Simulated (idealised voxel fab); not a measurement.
The process module that follows is named voxel ribs on slabs.
We display cut, a cross-section 145 nm in width whose square cells are each 5 nm.
Cross-section spec: square-cell grid; bands listed top down; each band is one or more rows.
Top, bottom (nm), then materials left to right with widths (nm); lone material tagged "edge to edge" fills the whole band edge to edge; "empty" = empty space.
Below 0: as-received wafer, all one material; heights counted from there. Lowest band: no bottom, goes on down, written "0 nm and below".
Per-row width for "30 to 40": begins at first number (top row of band), ends at second number (bottom row), increment between rows held constant.
The designation "changes: none", where it is given for a processing step, indicates that no cell of the cross-section was altered in the course of that step.
Voids not open to the top, 8 cells minimum: see "Sealed voids". Written width x height at distance; distance is from the left edge; nm.
On a step's line, text after the settings is the simulator commenting on that step.
When a step includes a mask, the "overlay nm" setting on its line states how far to the right of its planned place that mask lay, and negative values state how far to the left.
**Planned step list for the process**
| 1 | RECEIVE (material Si) |
| 2 | DIRECTIONAL_DEP (material SiO2; thk nm 30) |
| 3 | DIRECTIONAL_DEP (material polySi; thk nm 20) |
| 4 | DIRECTIONAL_DEP (material aC; thk nm 15) |
| 5 | PATTERN (tone cover; mask id RIB; material resist; width nm 30; thk nm 35; overlay nm 0) |
| 6 | DIRECTIONAL_ETCH (etch materials aC; depth nm 15) |
| 7 | STRIP (etch materials resist) |
| 8 | DIRECTIONAL_ETCH (etch materials polySi; depth nm 15) |
| 9 | STRIP (etch materials aC) |
| 10 | PATTERN (tone cover; mask id SLAB; material resist; width nm 90; thk nm 15; overlay nm 0) |
| 11 | DIRECTIONAL_ETCH (etch materials polySi; depth nm 5) |
| 12 | STRIP (etch materials resist) |
| 13 | FILL_DEP (material SiO2; thk nm 25) |
| 14 | CMP (height nm 70) |
| 15 | DIRECTIONAL_DEP (material TiN; thk nm 5) |
| 16 | PATTERN (tone cover; mask id HEATER; material resist; width nm 40; thk nm 15; overlay nm 0) |
| 17 | DIRECTIONAL_ETCH (etch materials TiN; depth nm 5) |
| 18 | STRIP (etch materials resist) |
| 19 | CONFORMAL_DEP (material SiO2; thk nm 10) |
**First of the two wafers, run per plan**
**Wafer as received: cross-section following step 1**
	0 nm and below = Si edge to edge
	Sealed voids: none
**The following cross-section depicts the wafer upon completion of step 2**
	30 nm to 0 nm = SiO2 edge to edge
	At heights below 0, the structure remains unaltered.
**The following cross-section depicts the wafer upon completion of step 3**
	50 nm to 30 nm = polySi edge to edge
	At heights below 30, the structure remains unaltered.
**The following cross-section depicts the wafer upon completion of step 4**
	65 nm to 50 nm = aC edge to edge
	At heights below 50, the structure remains unaltered.
**The following cross-section depicts the wafer upon completion of step 5**
	100 nm to 65 nm = empty: 55  resist: 30  empty: 60
	At heights below 65, the structure remains unaltered.
**The following cross-section depicts the wafer upon completion of step 6**
	85 nm to 65 nm = empty: 55  resist: 30  empty: 60
	65 nm to 50 nm = empty: 55  aC: 30  empty: 60
	At heights below 50, the structure remains unaltered.
**The following cross-section depicts the wafer upon completion of step 7**
	65 nm to 50 nm = empty: 55  aC: 30  empty: 60
	At heights below 50, the structure remains unaltered.
**The following cross-section depicts the wafer upon completion of step 8**
	65 nm to 50 nm = empty: 55  aC: 30  empty: 60
	50 nm to 35 nm = empty: 55  polySi: 30  empty: 60
	At heights below 35, the structure remains unaltered.
**The following cross-section depicts the wafer upon completion of step 9**
	50 nm to 35 nm = empty: 55  polySi: 30  empty: 60
	At heights below 35, the structure remains unaltered.
**The following cross-section depicts the wafer upon completion of step 10**
	65 nm to 50 nm = empty: 25  resist: 90  empty: 30
	50 nm to 35 nm = empty: 25  resist: 30  polySi: 30  resist: 30  empty: 30
	At heights below 35, the structure remains unaltered.
**The following cross-section depicts the wafer upon completion of step 11**
	65 nm to 50 nm = empty: 25  resist: 90  empty: 30
	50 nm to 35 nm = empty: 25  resist: 30  polySi: 30  resist: 30  empty: 30
	35 nm to 30 nm = empty: 25  polySi: 90  empty: 30
	At heights below 30, the structure remains unaltered.
**The following cross-section depicts the wafer upon completion of step 12**
	50 nm to 35 nm = empty: 55  polySi: 30  empty: 60
	At heights below 35, the structure remains unaltered.
**The following cross-section depicts the wafer upon completion of step 13**
	75 nm to 50 nm = SiO2 edge to edge
	50 nm to 35 nm = SiO2: 55  polySi: 30  SiO2: 60
	35 nm to 30 nm = SiO2: 25  polySi: 90  SiO2: 30
	At heights below 30, the structure remains unaltered.
**The following cross-section depicts the wafer upon completion of step 14**
	70 nm to 50 nm = SiO2 edge to edge
	At heights below 50, the structure remains unaltered.
**The following cross-section depicts the wafer upon completion of step 15**
	75 nm to 70 nm = TiN edge to edge
	At heights below 70, the structure remains unaltered.
**The following cross-section depicts the wafer upon completion of step 16**
	90 nm to 75 nm = empty: 50  resist: 40  empty: 55
	At heights below 75, the structure remains unaltered.
**The following cross-section depicts the wafer upon completion of step 17**
	90 nm to 75 nm = empty: 50  resist: 40  empty: 55
	75 nm to 70 nm = empty: 50  TiN: 40  empty: 55
	At heights below 70, the structure remains unaltered.
**The following cross-section depicts the wafer upon completion of step 18**
	75 nm to 70 nm = empty: 50  TiN: 40  empty: 55
	At heights below 70, the structure remains unaltered.
**The following cross-section depicts the wafer upon completion of step 19**
	85 nm to 80 nm = empty: 40  SiO2: 60  empty: 45
	80 nm to 75 nm = SiO2 edge to edge
	75 nm to 70 nm = SiO2: 50  TiN: 40  SiO2: 55
	At heights below 70, the structure remains unaltered.
**The second wafer: identical to the first at the outset and in its planned sequence, differing only in that one mistake was made during processing; up to and including step 9, its path is the first wafer's path**
**The second wafer in cross-section, at the planned close of step 10**
	65 nm to 50 nm = empty: 25  resist: 95  empty: 25
	50 nm to 35 nm = empty: 25  resist: 30  polySi: 30  resist: 35  empty: 25
	At heights below 35, the structure remains unaltered.
**The second wafer in cross-section, at the planned close of step 11**
	65 nm to 50 nm = empty: 25  resist: 95  empty: 25
	50 nm to 35 nm = empty: 25  resist: 30  polySi: 30  resist: 35  empty: 25
	35 nm to 30 nm = empty: 25  polySi: 95  empty: 25
	At heights below 30, the structure remains unaltered.
**The second wafer in cross-section, at the planned close of step 12**
	50 nm to 35 nm = empty: 55  polySi: 30  empty: 60
	At heights below 35, the structure remains unaltered.
**The second wafer in cross-section, at the planned close of step 13**
	75 nm to 50 nm = SiO2 edge to edge
	50 nm to 35 nm = SiO2: 55  polySi: 30  SiO2: 60
	35 nm to 30 nm = SiO2: 25  polySi: 95  SiO2: 25
	At heights below 30, the structure remains unaltered.
**The second wafer in cross-section, at the planned close of step 14**
	70 nm to 50 nm = SiO2 edge to edge
	At heights below 50, the structure remains unaltered.
**The second wafer in cross-section, at the planned close of step 15**
	75 nm to 70 nm = TiN edge to edge
	At heights below 70, the structure remains unaltered.
**The second wafer in cross-section, at the planned close of step 16**
	90 nm to 75 nm = empty: 50  resist: 40  empty: 55
	At heights below 75, the structure remains unaltered.
**The second wafer in cross-section, at the planned close of step 17**
	90 nm to 75 nm = empty: 50  resist: 40  empty: 55
	75 nm to 70 nm = empty: 50  TiN: 40  empty: 55
	At heights below 70, the structure remains unaltered.
**The second wafer in cross-section, at the planned close of step 18**
	75 nm to 70 nm = empty: 50  TiN: 40  empty: 55
	At heights below 70, the structure remains unaltered.
**The second wafer in cross-section, at the planned close of step 19**
	85 nm to 80 nm = empty: 40  SiO2: 60  empty: 45
	80 nm to 75 nm = SiO2 edge to edge
	75 nm to 70 nm = SiO2: 50  TiN: 40  SiO2: 55
	At heights below 70, the structure remains unaltered.
Here's what went sideways: step 10 deviated from plan and actually ran as PATTERN (tone cover; mask id SLAB; material resist; width nm 95; thk nm 15; overlay nm 0)
Looking at both finished wafers in cells, the second ends up ahead of or behind the first on some materials: SiO2 -1 | polySi +1
